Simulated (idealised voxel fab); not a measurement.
The process module presented herein is designated voxel fin reveal.
Each square cell in cross-section cut measures 5 nm, and the section as a whole is 260 nm wide.
Notation: cross-section as square-cell grid; stated in bands, top first, going down; one or more cell rows per band. Heights first: top, then bottom, in nm. Then materials, left to right, each with a width in nm. "throughout" on a single material: fills the band edge to edge. "blank": empty space. Zero point of the height axis is 0; under it, received wafer = one material. Lowest band: continues down indefinitely, "from 0 down". Graded width ("30..40"): value in top row of band = first number; value in bottom row = second number; row-to-row change constant. "remains unaltered" -> step changed no cross-section cell. "Closed void inventory": sealed empty spaces, 8 cells or more, no open way to top, listed width x height at distance, with distance from the left edge and width, height and distance in nm. Text after the settings on a step's line: the simulator's own remark on that step. "overlay nm" on a masked step: distance the mask lay right of its planned place, negative for left.

Process steps (planned)
1,RECEIVE | material Si
2,CONFORMAL_DEP | material SiN | thk nm 10
3,PATTERN | tone cover | mask id FINS | material resist | width nm 15 | pitch nm 35 | thk nm 20 | overlay nm 0
4,DIRECTIONAL_ETCH | etch materials SiN | depth nm 10
5,DIRECTIONAL_ETCH | etch materials Si | depth nm 30
6,STRIP | etch materials resist
7,OXIDIZE | depth nm 5
8,FILL_DEP | material SiO2 | thk nm 10
9,CMP | height nm 10
10,SELECTIVE_ETCH | etch materials SiO2 | depth nm 25
11,STRIP | etch materials SiN

Cross-section of the wafer as it came to us, i.e., already through step 1
	from 0 down | Si throughout
	Closed void inventory: none

First of two wafers: cross-section at end of module, run per plan
	from 0 to -15 | blank: 75; Si: 5; blank: 30; Si: 5; blank: 30; Si: 5; blank: 30; Si: 5; blank: 75
	from -15 to -35 | SiO2: 75; Si: 5; SiO2: 30; Si: 5; SiO2: 30; Si: 5; SiO2: 30; Si: 5; SiO2: 75
	from -35 down | Si throughout
	Closed void inventory: none

The second wafer, shown in cross-section after the module: started the same way as the first and given the same plan, yet one mistake crept into how it was run
	from 10 to 0 | blank: 70; SiN: 15; blank: 20; SiN: 15; blank: 20; SiN: 15; blank: 20; SiN: 15; blank: 70
	from 0 to -15 | blank: 75; Si: 5; blank: 30; Si: 5; blank: 30; Si: 5; blank: 30; Si: 5; blank: 75
	from -15 to -35 | SiO2: 75; Si: 5; SiO2: 30; Si: 5; SiO2: 30; Si: 5; SiO2: 30; Si: 5; SiO2: 75
	from -35 down | Si throughout
	Closed void inventory: none
Deviation noted in wafer processing: plan step 11: skipped, not run
Final comparison by cell count, materials where the second wafer has more or fewer than the first: SiN +24
